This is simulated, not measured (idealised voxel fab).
process module | voxel transistor to metal
cross-section cut | 145 nm wide | cells 5 nm
A cross-section is a grid of square cells, given in bands from the top down. A band is one or more rows of cells.
Each band's line starts with the height of the band's top and of its bottom, in nm. Then come its materials from left to right, each with its width in nm. One material with "throughout" fills the band from edge to edge. "air" is empty space.
Height 0 is the level under which the wafer as received is all one material. The lowest band goes on downwards, as in "0 down".
A width such as "30 to 40" changes by the same amount from each row of cells to the next, from the band's top row to its bottom row.
"no change" after a step means that no cell of the cross-section changed.
closed voids: empty space of 8 cells or more with no open way to the top, each as width x height at its distance from the left edge, in nm
after a step's settings: what the simulator itself notes on the step
overlay nm, on a step with a mask: how far to the right of its planned place the mask lay; to the left if negative
plan
1 op RECEIVE | material Si
2 op OXIDIZE | depth nm 5
3 op CONFORMAL_DEP | material SiN | thk nm 10
4 op DIRECTIONAL_DEP | material aC | thk nm 10
5 op PATTERN | tone cover | mask id ACTIVE | material resist | width nm 115 | thk nm 25 | overlay nm 0
6 op DIRECTIONAL_ETCH | etch materials aC | depth nm 10
7 op STRIP | etch materials resist
8 op DIRECTIONAL_ETCH | etch materials SiN | depth nm 10
9 op DIRECTIONAL_ETCH | etch materials SiO2 | depth nm 5
10 op DIRECTIONAL_ETCH | etch materials Si | depth nm 20
11 op STRIP | etch materials aC
12 op FILL_DEP | material SiO2 | thk nm 5
13 op CMP | height nm 10
14 op SELECTIVE_ETCH | etch materials SiO2 | depth nm 5
15 op STRIP | etch materials SiN
16 op SELECTIVE_ETCH | etch materials SiO2 | depth nm 5
17 op OXIDIZE | depth nm 5
18 op DIRECTIONAL_DEP | material polySi | thk nm 30
19 op DIRECTIONAL_DEP | material SiCN | thk nm 15
20 op PATTERN | tone cover | mask id GATE | material resist | width nm 25 | thk nm 20 | overlay nm 0
21 op DIRECTIONAL_ETCH | etch materials SiCN | depth nm 25
22 op DIRECTIONAL_ETCH | etch materials polySi | depth nm 40
23 op STRIP | etch materials resist
24 op CONFORMAL_DEP | material SiN | thk nm 5
25 op DIRECTIONAL_ETCH | etch materials SiN | depth nm 5
26 op DIRECTIONAL_ETCH | etch materials SiO2 | depth nm 5
27 op DIRECTIONAL_ETCH | etch materials Si | depth nm 10
28 op EPI | material pSi | thk nm 10
29 op FILL_DEP | material SiO2 | thk nm 5
30 op CMP | height nm 25
31 op STRIP | etch materials polySi
32 op SELECTIVE_ETCH | etch materials SiO2 | depth nm 5
33 op CONFORMAL_DEP | material HfO2 | thk nm 5
34 op CONFORMAL_DEP | material TiN | thk nm 5
35 op FILL_DEP | material W | thk nm 10
36 op CMP | height nm 20
37 op DIRECTIONAL_DEP | material SiO2 | thk nm 15
38 op DIRECTIONAL_DEP | material aC | thk nm 15
39 op PATTERN | tone open | mask id CONTACT | material resist | width nm 20 | pitch nm 75 | thk nm 35 | overlay nm 0
40 op DIRECTIONAL_ETCH | etch materials aC | depth nm 15
41 op STRIP | etch materials resist
42 op DIRECTIONAL_ETCH | etch materials SiO2 | depth nm 45
43 op STRIP | etch materials aC
44 op CONFORMAL_DEP | material TiN | thk nm 5
45 op FILL_DEP | material W | thk nm 10
46 op CMP | height nm 35
47 op CONFORMAL_DEP | material SiCN | thk nm 5
48 op DIRECTIONAL_DEP | material lowk | thk nm 15
49 op MASKED_ETCH | tone open | mask id METAL_1 | width nm 20 | pitch nm 75 | etch materials lowk | depth nm 15 | overlay nm 0
50 op MASKED_ETCH | tone open | mask id METAL_1 | width nm 20 | pitch nm 75 | etch materials SiCN | depth nm 5 | overlay nm -10
51 op CONFORMAL_DEP | material TiN | thk nm 5
52 op FILL_DEP | material Ru | thk nm 10
53 op CMP | height nm 55
54 op EPI | material Ru | thk nm 5
55 op FILL_DEP | material SiCN | thk nm 5
varied across the wafers: overlay nm of step 50. The plan shows the first wafer's value. All wafers start alike
first wafer as received, after step 1
  0 down: Si throughout
  closed voids: none
each wafer at the end: cells of each material gained (+) or lost (-) since it was received, then its closed voids
overlay nm -10 | +17 HfO2 | +20 Ru | -108 Si | +71 SiCN | +12 SiN | +155 SiO2 | +71 TiN | +36 W | +63 lowk | +40 pSi | closed voids: none
overlay nm -5 | +17 HfO2 | +22 Ru | -108 Si | +69 SiCN | +12 SiN | +155 SiO2 | +71 TiN | +36 W | +63 lowk | +40 pSi | closed voids: none
overlay nm 0 | +17 HfO2 | +24 Ru | -108 Si | +67 SiCN | +12 SiN | +155 SiO2 | +71 TiN | +36 W | +63 lowk | +40 pSi | closed voids: none
overlay nm 5 | +17 HfO2 | +22 Ru | -108 Si | +69 SiCN | +12 SiN | +155 SiO2 | +71 TiN | +36 W | +63 lowk | +40 pSi | closed voids: none
overlay nm 10 | +17 HfO2 | +20 Ru | -108 Si | +71 SiCN | +12 SiN | +155 SiO2 | +71 TiN | +36 W | +63 lowk | +40 pSi | closed voids: none
